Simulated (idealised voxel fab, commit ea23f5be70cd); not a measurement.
The following process module bears the name voxel capacitor over wiring.
For reference, the cross-section in this document is cut, with width 230 nm and square cells of 5 nm.
Each cross-section below is a grid of square cells, stated as bands in top-down order, with one or more rows of cells making up each band.
Heads up on the band format: heights come first, top then bottom, in nm. After that it's the materials left to right, each with its width in nm. A single material flagged "throughout" fills the whole band edge to edge, and "air" means there's empty space there.
Height reference: 0 = level under which incoming wafer is all one material. Lowest band: no bottom, runs on downward, e.g. "from 0 down".
Width: "30->40" (first number = top row, second number = bottom row, same change from row to row of cells).
Where a step carries "same as before", the cross-section came out of it unchanged, cell for cell.
So "Closed void table" is basically the list of trapped voids: any empty space of 8 cells or more that can't reach the top through an opening. They're written width x height at distance, the distance being from the left edge, and it's all nm.
Formally, on a step line, whatever follows the settings is a remark that the simulator itself makes on the step.
"overlay nm" answers the question of how far to the right of plan the mask lay on a step that has a mask, and when it is negative the answer is to the left.
[The following list gives the planned process steps]
| 1 | RECEIVE | material Si |
| 2 | CONFORMAL_DEP | material SiO2 | thk nm 10 |
| 3 | CONFORMAL_DEP | material SiCN | thk nm 5 |
| 4 | DIRECTIONAL_DEP | material SiO2 | thk nm 20 |
| 5 | DIRECTIONAL_DEP | material aC | thk nm 15 |
| 6 | PATTERN | tone open | mask id METAL_1 | material resist | width nm 30 | pitch nm 95 | thk nm 35 | overlay nm 0 |
| 7 | DIRECTIONAL_ETCH | etch materials aC | depth nm 15 |
| 8 | STRIP | etch materials resist |
| 9 | DIRECTIONAL_ETCH | etch materials SiO2 | depth nm 20 |
| 10 | DIRECTIONAL_ETCH | etch materials SiCN | depth nm 5 |
| 11 | STRIP | etch materials aC |
| 12 | CONFORMAL_DEP | material TiN | thk nm 5 |
| 13 | FILL_DEP | material Ru | thk nm 5 |
| 14 | CMP | height nm 35 |
| 15 | CONFORMAL_DEP | material SiCN | thk nm 5 |
| 16 | DIRECTIONAL_DEP | material lowk | thk nm 15 |
| 17 | DIRECTIONAL_DEP | material aC | thk nm 10 |
| 18 | PATTERN | tone open | mask id PLUG_1 | material resist | width nm 15 | thk nm 30 | overlay nm 0 |
| 19 | DIRECTIONAL_ETCH | etch materials aC | depth nm 10 |
| 20 | STRIP | etch materials resist |
| 21 | DIRECTIONAL_ETCH | etch materials lowk | depth nm 15 |
| 22 | DIRECTIONAL_ETCH | etch materials SiCN | depth nm 5 |
| 23 | STRIP | etch materials aC |
| 24 | EPI | material Ru | thk nm 10 |
| 25 | EPI | material Ru | thk nm 10 |
| 26 | DIRECTIONAL_DEP | material TiN | thk nm 10 |
| 27 | DIRECTIONAL_DEP | material SiN | thk nm 5 |
| 28 | DIRECTIONAL_DEP | material TiN | thk nm 10 |
| 29 | MASKED_ETCH | tone cover | mask id UPPER_PLATE | width nm 70 | etch materials TiN | depth nm 10 | overlay nm 0 |
| 30 | MASKED_ETCH | tone cover | mask id UPPER_PLATE | width nm 70 | etch materials SiN | depth nm 5 | overlay nm 0 |
| 31 | DIRECTIONAL_DEP | material aC | thk nm 10 |
| 32 | PATTERN | tone cover | mask id LOWER_PLATE | material resist | width nm 80 | thk nm 25 | overlay nm 0 |
| 33 | DIRECTIONAL_ETCH | etch materials aC | depth nm 10 |
| 34 | STRIP | etch materials resist |
| 35 | DIRECTIONAL_ETCH | etch materials TiN | depth nm 10 |
| 36 | STRIP | etch materials aC |
| 37 | FILL_DEP | material SiO2 | thk nm 15 |
| 38 | CMP | height nm 90 |
| 39 | DIRECTIONAL_DEP | material aC | thk nm 15 |
| 40 | PATTERN | tone open | mask id PLUG_2 | material resist | width nm 15 | thk nm 35 | overlay nm 0 |
| 41 | DIRECTIONAL_ETCH | etch materials aC | depth nm 15 |
| 42 | STRIP | etch materials resist |
| 43 | DIRECTIONAL_ETCH | etch materials SiO2 | depth nm 10 |
| 44 | STRIP | etch materials aC |
| 45 | CONFORMAL_DEP | material TiN | thk nm 5 |
| 46 | FILL_DEP | material W | thk nm 5 |
| 47 | CMP | height nm 90 |
| 48 | CONFORMAL_DEP | material SiN | thk nm 5 |
[This is the cross-section of the wafer as we received it, i.e. after step 1]
  from 0 down: Si throughout
  Closed void table: none
[Cross-sectional view of the first of the two wafers upon completion of the module, processed in accordance with the plan]
  from 95 to 90: SiN throughout
  from 90 to 85: SiO2=75 / TiN=5 / W=5 / TiN=5 / SiO2=140
  from 85 to 80: SiO2=75 / TiN=15 / SiO2=140
  from 80 to 70: SiO2=65 / TiN=70 / SiO2=95
  from 70 to 65: SiO2=65 / SiN=70 / SiO2=95
  from 65 to 55: SiO2=60 / TiN=80 / SiO2=90
  from 55 to 40: lowk=65 / Ru=15 / lowk=150
  from 40 to 35: SiCN=65 / Ru=15 / SiCN=150
  from 35 to 15: SiO2=50 / TiN=5 / Ru=20 / TiN=5 / SiO2=65 / TiN=5 / Ru=20 / TiN=5 / SiO2=55
  from 15 to 10: SiCN=50 / TiN=30 / SiCN=65 / TiN=30 / SiCN=55
  from 10 to 0: SiO2 throughout
  from 0 down: Si throughout
  Closed void table: none
[Module end: cross-section of wafer two of two. Same start and process plan as the first wafer. One mistake during execution]
  from 95 to 90: SiN throughout
  from 90 to 85: SiO2=75 / TiN=5 / W=5 / TiN=5 / SiO2=140
  from 85 to 80: SiO2=75 / TiN=15 / SiO2=140
  from 80 to 70: SiO2=65 / TiN=70 / SiO2=95
  from 70 to 65: SiO2=65 / SiN=70 / SiO2=95
  from 65 to 55: SiO2=60 / TiN=80 / SiO2=90
  from 55 to 40: lowk=65 / Ru=15 / lowk=150
  from 40 to 35: SiCN=65 / Ru=15 / SiCN=150
  from 35 to 20: SiO2=50 / TiN=5 / Ru=20 / TiN=5 / SiO2=65 / TiN=5 / Ru=20 / TiN=5 / SiO2=55
  from 20 to 15: SiO2=50 / TiN=30 / SiO2=65 / TiN=30 / SiO2=55
  from 15 to 0: SiO2 throughout
  from 0 down: Si throughout
  Closed void table: none
Diagnosis: step 3 off recipe, ran as CONFORMAL_DEP | material SiO2 | thk nm 5
Counted in cells at the end, the second wafer holds more or fewer of these materials than the first: Ru -8, SiCN -34, SiO2 +46, TiN -4
